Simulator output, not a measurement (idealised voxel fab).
This is a process module. Its name is voxel self aligned vias.
265 nm wide, 5 nm square cells: that's cross-section cut.
When this document writes out a cross-section, it uses a grid of square cells and lists it as bands, beginning at the top and moving down, with a band standing for one or more rows of cells. Basically the band line says how high the top is and how high the bottom is, in nm, and then what's in it from left to right, every material with its width in nm. Empty space shows up as "blank", and if a single material carries "edge to edge" it runs the full band edge to edge. Measure heights from 0. That's the level where, below it, the as-received wafer is all one material. The lowest band is bottomless and extends downward; write it as in "0 and below". Read "30->40" as a graded width: first number on top, second number at the bottom, same change between each pair of neighbouring rows. Where the words "nothing altered" appear for a step, the cross-section shows no cell changed by that step; every cell remained as before. This entry, "Fully sealed voids", enumerates those empty regions of no fewer than 8 cells that possess no open connection to the top. Each region is reported in the form width x height at distance, the distance being taken from the left edge, with all three quantities expressed in nm. Past the settings on a step's line: simulator remark, on that step. You can add "overlay nm" to a step's line. For a step with a mask, it describes how far the mask lay to the right of its planned position, and a negative number describes a lay to the left.
### plan
1,RECEIVE | material Si
2,CONFORMAL_DEP | material SiO2 | thk nm 15
3,CONFORMAL_DEP | material SiCN | thk nm 5
4,DIRECTIONAL_DEP | material SiO2 | thk nm 30
5,MASKED_ETCH | tone open | mask id LINES | width nm 25 | pitch nm 60 | etch materials SiO2 | depth nm 30 | overlay nm 0
6,CONFORMAL_DEP | material TiN | thk nm 5
7,FILL_DEP | material W | thk nm 5
8,CMP | height nm 50
9,SELECTIVE_ETCH | etch materials W Ru TiN | depth nm 10
10,FILL_DEP | material SiN | thk nm 10
11,CMP | height nm 50
12,DIRECTIONAL_DEP | material SiO2 | thk nm 15
13,MASKED_ETCH | tone open | mask id VIAS | width nm 45 | pitch nm 60 | etch materials SiO2 | depth nm 15 | overlay nm 0
14,MASKED_ETCH | tone open | mask id VIAS | width nm 45 | pitch nm 60 | etch materials SiN | depth nm 10 | overlay nm 0
15,CONFORMAL_DEP | material TiN | thk nm 5
16,FILL_DEP | material Ru | thk nm 5
17,CMP | height nm 65
18,CONFORMAL_DEP | material SiCN | thk nm 5
### Here's what the wafer looked like in cross-section when it arrived - that's after step 1
* 0 and below: Si edge to edge
* Fully sealed voids: none
### The plan above was carried out on the starting structure above with one mistake, and this cross-section shows the wafer at the end of the module
* 70 down to 65: SiCN edge to edge
* 65 down to 55: SiO2 50 nm, TiN 5 nm, Ru 35 nm, TiN 5 nm, SiO2 15 nm, TiN 5 nm, Ru 35 nm, TiN 5 nm, SiO2 15 nm, TiN 5 nm, Ru 35 nm, TiN 5 nm, SiO2 50 nm
* 55 down to 45: SiO2 50->70 nm, TiN 25->5 nm, Ru 15 nm, TiN 5 nm, SiO2 15->35 nm, TiN 25->5 nm, Ru 15 nm, TiN 5 nm, SiO2 15->35 nm, TiN 25->5 nm, Ru 15 nm, TiN 5 nm, SiO2 50 nm
* 45 down to 40: SiO2 70 nm, TiN 25 nm, SiO2 35 nm, TiN 25 nm, SiO2 35 nm, TiN 25 nm, SiO2 50 nm
* 40 down to 25: SiO2 70 nm, TiN 5 nm, W 15 nm, TiN 5 nm, SiO2 35 nm, TiN 5 nm, W 15 nm, TiN 5 nm, SiO2 35 nm, TiN 5 nm, W 15 nm, TiN 5 nm, SiO2 50 nm
* 25 down to 20: SiO2 70 nm, TiN 25 nm, SiO2 35 nm, TiN 25 nm, SiO2 35 nm, TiN 25 nm, SiO2 50 nm
* 20 down to 15: SiCN edge to edge
* 15 down to 0: SiO2 edge to edge
* 0 and below: Si edge to edge
* Fully sealed voids: none
The plan and the run diverged here: it should be noted that step 5 was executed with settings other than those planned, the operation and settings actually applied being MASKED_ETCH | tone open | mask id LINES | width nm 25 | pitch nm 60 | etch materials SiO2 | depth nm 30 | overlay nm 10
